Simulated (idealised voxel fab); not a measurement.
process module | voxel gate over fins
cross-section cut | 300 nm wide | cells 5 nm
A cross-section is a grid of square cells, given in bands from the top down. A band is one or more rows of cells.
Each band's line starts with the height of the band's top and of its bottom, in nm. Then come its materials from left to right, each with its width in nm. One material with "throughout" fills the band from edge to edge. "air" is empty space.
Height 0 is the level under which the wafer as received is all one material. The lowest band goes on downwards, as in "0 down".
A width such as "30 to 40" changes by the same amount from each row of cells to the next, from the band's top row to its bottom row.
"no change" after a step means that no cell of the cross-section changed.
closed voids: empty space of 8 cells or more with no open way to the top, each as width x height at its distance from the left edge, in nm
after a step's settings: what the simulator itself notes on the step
overlay nm, on a step with a mask: how far to the right of its planned place the mask lay; to the left if negative
plan
1 op RECEIVE | material Si
2 op CONFORMAL_DEP | material SiN | thk nm 10
3 op PATTERN | tone cover | mask id FINS | material resist | width nm 15 | pitch nm 45 | thk nm 20 | overlay nm 0
4 op DIRECTIONAL_ETCH | etch materials SiN | depth nm 10
5 op DIRECTIONAL_ETCH | etch materials Si | depth nm 40
6 op STRIP | etch materials resist
7 op OXIDIZE | depth nm 5
8 op FILL_DEP | material SiO2 | thk nm 5
9 op CMP | height nm 10
10 op SELECTIVE_ETCH | etch materials SiO2 | depth nm 20
11 op STRIP | etch materials SiN
12 op CONFORMAL_DEP | material HfO2 | thk nm 5
13 op CONFORMAL_DEP | material TiN | thk nm 5
14 op CONFORMAL_DEP | material TiAl | thk nm 5
15 op CONFORMAL_DEP | material TiN | thk nm 5
16 op FILL_DEP | material W | thk nm 10
17 op CMP | height nm 25
18 op CONFORMAL_DEP | material SiN | thk nm 5
as received, after step 1
  0 down: Si throughout
  closed voids: none
first wafer at the end, as planned
  30 to 25: SiN throughout
  25 to 20: W throughout
  20 to 15: W 105 | TiN 90 | W 105
  15 to 10: W 105 | TiN 5 | TiAl 35 | TiN 10 | TiAl 35 | TiN 5 | W 105
  10 to 5: TiN 110 | TiAl 5 | TiN 25 | TiAl 5 | TiN 10 | TiAl 5 | TiN 25 | TiAl 5 | TiN 110
  5 to 0: TiAl 115 | TiN 5 | HfO2 15 | TiN 5 | TiAl 20 | TiN 5 | HfO2 15 | TiN 5 | TiAl 115
  0 to -5: TiN 120 | HfO2 5 | Si 5 | HfO2 5 | TiN 30 | HfO2 5 | Si 5 | HfO2 5 | TiN 120
  -5 to -10: HfO2 125 | Si 5 | HfO2 40 | Si 5 | HfO2 125
  -10 to -45: SiO2 125 | Si 5 | SiO2 40 | Si 5 | SiO2 125
  -45 down: Si throughout
  closed voids: none
second wafer at the end: like start, like plan, one mistake
  30 to 25: SiN throughout
  25 to 15: W throughout
  15 to 10: W 110 | TiN 35 | W 10 | TiN 35 | W 110
  10 to 5: W 110 | TiN 5 | TiAl 25 | TiN 5 | W 10 | TiN 5 | TiAl 25 | TiN 5 | W 110
  5 to 0: TiN 115 | TiAl 5 | TiN 15 | TiAl 5 | TiN 20 | TiAl 5 | TiN 15 | TiAl 5 | TiN 115
  0 to -5: TiAl 120 | TiN 5 | Si 5 | TiN 5 | TiAl 30 | TiN 5 | Si 5 | TiN 5 | TiAl 120
  -5 to -10: TiN 125 | Si 5 | TiN 40 | Si 5 | TiN 125
  -10 to -45: SiO2 125 | Si 5 | SiO2 40 | Si 5 | SiO2 125
  -45 down: Si throughout
  closed voids: none
what went wrong: step 12 was left out
at the end the second wafer has, in cells: 68 fewer of HfO2 | 68 more of W
